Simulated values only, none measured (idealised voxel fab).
Proc. module: voxel wiring stack
Square cell edge 5 nm, section width 170 nm, ID cut.
A cross-section in this document is a grid of square cells, and it is written down as bands, the top band listed before the ones below it; a band is made up of one or more rows of cells. Basically the band line says how high the top is and how high the bottom is, in nm, and then what's in it from left to right, every material with its width in nm. Empty space shows up as "blank", and if a single material carries "full width" it runs the full band edge to edge. Zero point of the height axis is 0; under it, received wafer = one material. Lowest band: continues down indefinitely, "from 0 down". Read "30..40" as a graded width: first number on top, second number at the bottom, same change between each pair of neighbouring rows. A step reported as "remained the same" is a step in which no cell of the cross-section changed. For the entry "Unvented voids", the listed items are empty spaces with no open way to the top whose size is 8 cells or more; each item follows the pattern width x height at distance, where distance is from the left edge and all three are in nm. Heads up: the bit after the settings on a step's line is the simulator's remark on that step. When a step includes a mask, the "overlay nm" setting on its line states how far to the right of its planned place that mask lay, and negative values state how far to the left.
Planned process steps:
1,RECEIVE (material Si)
2,CONFORMAL_DEP (material SiO2; thk nm 10)
3,DIRECTIONAL_DEP (material TiN; thk nm 5)
4,DIRECTIONAL_DEP (material W; thk nm 25)
5,PATTERN (tone cover; mask id METAL_1; material resist; width nm 30; pitch nm 55; thk nm 20; overlay nm 0)
6,DIRECTIONAL_ETCH (etch materials W; depth nm 25)
7,DIRECTIONAL_ETCH (etch materials TiN; depth nm 5)
8,STRIP (etch materials resist)
9,FILL_DEP (material lowk; thk nm 5)
10,CMP (height nm 40)
11,CONFORMAL_DEP (material SiCN; thk nm 5)
12,DIRECTIONAL_DEP (material lowk; thk nm 20)
13,DIRECTIONAL_DEP (material aC; thk nm 10)
14,PATTERN (tone open; mask id PLUG_1; material resist; width nm 15; pitch nm 55; thk nm 25; overlay nm 0)
15,DIRECTIONAL_ETCH (etch materials aC; depth nm 10)
16,STRIP (etch materials resist)
17,DIRECTIONAL_ETCH (etch materials lowk; depth nm 20)
18,DIRECTIONAL_ETCH (etch materials SiCN; depth nm 5)
19,STRIP (etch materials aC)
20,CONFORMAL_DEP (material TiN; thk nm 5)
21,FILL_DEP (material Cu; thk nm 10)
22,CMP (height nm 65)
23,CONFORMAL_DEP (material SiN; thk nm 5)
24,DIRECTIONAL_DEP (material SiO2; thk nm 15)
25,MASKED_ETCH (tone open; mask id METAL_2; width nm 30; pitch nm 55; etch materials SiO2; depth nm 15; overlay nm 0)
26,MASKED_ETCH (tone open; mask id METAL_2; width nm 30; pitch nm 55; etch materials SiN; depth nm 5; overlay nm 0)
27,CONFORMAL_DEP (material TiN; thk nm 5)
28,FILL_DEP (material Cu; thk nm 10)
29,CMP (height nm 85)
30,CONFORMAL_DEP (material SiCN; thk nm 5)
As-received wafer cross-section (after step 1):
- from 0 down = Si full width
- Unvented voids: none
Cross-section at module end, one run error; start and plan unchanged from above:
- from 90 to 85 = SiCN full width
- from 85 to 70 = SiO2: 20, then TiN: 5, then Cu: 10, then TiN: 5, then SiO2: 35, then TiN: 5, then Cu: 10, then TiN: 5, then SiO2: 35, then TiN: 5, then Cu: 10, then TiN: 5, then SiO2: 20
- from 70 to 65 = SiN: 20, then TiN: 20, then SiN: 35, then TiN: 20, then SiN: 35, then TiN: 20, then SiN: 20
- from 65 to 45 = lowk: 15, then TiN: 5, then Cu: 5, then TiN: 5, then lowk: 40, then TiN: 5, then Cu: 5, then TiN: 5, then lowk: 40, then TiN: 5, then Cu: 5, then TiN: 5, then lowk: 30
- from 45 to 40 = SiCN: 15, then TiN: 15, then SiCN: 40, then TiN: 15, then SiCN: 40, then TiN: 15, then SiCN: 30
- from 40 to 15 = lowk: 15, then W: 30, then lowk: 25, then W: 30, then lowk: 25, then W: 30, then lowk: 15
- from 15 to 10 = lowk: 15, then TiN: 30, then lowk: 25, then TiN: 30, then lowk: 25, then TiN: 30, then lowk: 15
- from 10 to 0 = SiO2 full width
- from 0 down = Si full width
- Unvented voids: none
So what did we get wrong on this run? heads up, step 25 didn't go per plan, it actually ran as MASKED_ETCH (tone open; mask id METAL_2; width nm 20; pitch nm 55; etch materials SiO2; depth nm 15; overlay nm 0)
